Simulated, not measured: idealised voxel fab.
The name of this process module is voxel self aligned contacts.
We display cut, a cross-section 270 nm in width whose square cells are each 5 nm.
Cross-section = grid of square cells, listed top down in bands; band = one or more rows.
Heights first: top, then bottom, in nm. Then materials, left to right, each with a width in nm. "edge to edge" on a single material: fills the band edge to edge. "air": empty space.
Below 0: as-received wafer, all one material; heights counted from there. Lowest band: no bottom, goes on down, written "0 -> down".
It should be noted that a width expressed as "30->40" varies in equal increments from row to row of cells within the band, taking the value of the first number at the top row and that of the second number at the bottom row.
Basically "identical to before" means that step didn't change any cell in the cross-section.
Reported under the label "Closed void table" are the empty spaces having no open way to the top and comprising 8 cells or more; the notation for each is width x height at distance, in which the distance is measured from the left edge and all three values are in nm.
That trailing text on a step's line, after the settings, is the simulator's own remark on the step.
overlay nm: mask offset rightward from planned place, masked step; negative means leftward offset.

## So here's the lineup of process steps we planned
1 RECEIVE with material Si
2 OXIDIZE with depth nm 5
3 DIRECTIONAL_DEP with material polySi, thk nm 30
4 DIRECTIONAL_DEP with material SiN, thk nm 20
5 DIRECTIONAL_DEP with material aC, thk nm 10
6 PATTERN with tone cover, mask id GATE, material resist, width nm 35, pitch nm 70, thk nm 25, overlay nm 0
7 DIRECTIONAL_ETCH with etch materials aC, depth nm 10
8 STRIP with etch materials resist
9 DIRECTIONAL_ETCH with etch materials SiN, depth nm 20
10 DIRECTIONAL_ETCH with etch materials polySi, depth nm 30
11 STRIP with etch materials aC
12 CONFORMAL_DEP with material SiN, thk nm 10
13 DIRECTIONAL_ETCH with etch materials SiN, depth nm 10
14 FILL_DEP with material SiO2, thk nm 15
15 CMP with height nm 60
16 PATTERN with tone open, mask id CONTACT, material resist, width nm 45, pitch nm 70, thk nm 15, overlay nm 0
17 DIRECTIONAL_ETCH with etch materials SiO2, depth nm 65
18 STRIP with etch materials resist
19 CONFORMAL_DEP with material TiN, thk nm 5
20 FILL_DEP with material Ru, thk nm 5
21 CMP with height nm 60
22 CONFORMAL_DEP with material SiN, thk nm 5

## Wafer as received: cross-section following step 1
* 0 -> down = Si edge to edge
* Closed void table: none

## First of two wafers, end-of-module section, run followed plan
* 65 -> 60 = SiN edge to edge
* 60 -> 50 = 75 SiO2 | 5->20 TiN | 35->5 Ru | 5->20 TiN | 25 SiO2 | 5->20 TiN | 35->5 Ru | 5->20 TiN | 80 SiO2
* 50 -> 30 = 35 SiO2 | 55 SiN | 5 TiN | 5 Ru | 5 TiN | 55 SiN | 5 TiN | 5 Ru | 5 TiN | 55 SiN | 40 SiO2
* 30 -> 0 = 35 SiO2 | 10 SiN | 35 polySi | 10 SiN | 5 TiN | 5 Ru | 5 TiN | 10 SiN | 35 polySi | 10 SiN | 5 TiN | 5 Ru | 5 TiN | 10 SiN | 35 polySi | 10 SiN | 40 SiO2
* 0 -> -5 = 90 SiO2 | 15 TiN | 55 SiO2 | 15 TiN | 95 SiO2
* -5 -> down = Si edge to edge
* Closed void table: none

## Second wafer through the module, sectioned at the end: same beginning and same plan as the first wafer, with one mistake in carrying it out
* 65 -> 60 = SiN edge to edge
* 60 -> 35 = 35 SiO2 | 10 SiN | 35 polySi | 10 SiN | 5 TiN | 5 Ru | 5 TiN | 10 SiN | 35 polySi | 10 SiN | 5 TiN | 5 Ru | 5 TiN | 10 SiN | 35 polySi | 10 SiN | 40 SiO2
* 35 -> 30 = 35 SiO2 | 10 SiN | 35 polySi | 10 SiN | 15 TiN | 10 SiN | 35 polySi | 10 SiN | 15 TiN | 10 SiN | 35 polySi | 10 SiN | 40 SiO2
* 30 -> 0 = polySi edge to edge
* 0 -> -5 = SiO2 edge to edge
* -5 -> down = Si edge to edge
* Closed void table: none
In executing the process, a mistake was made relative to the plan: it should be noted that step 3 of the plan was executed twice
End of process, cell counts, second wafer against first, materials with more or fewer: Ru -26, SiN -132, SiO2 -126, TiN -40, polySi +324
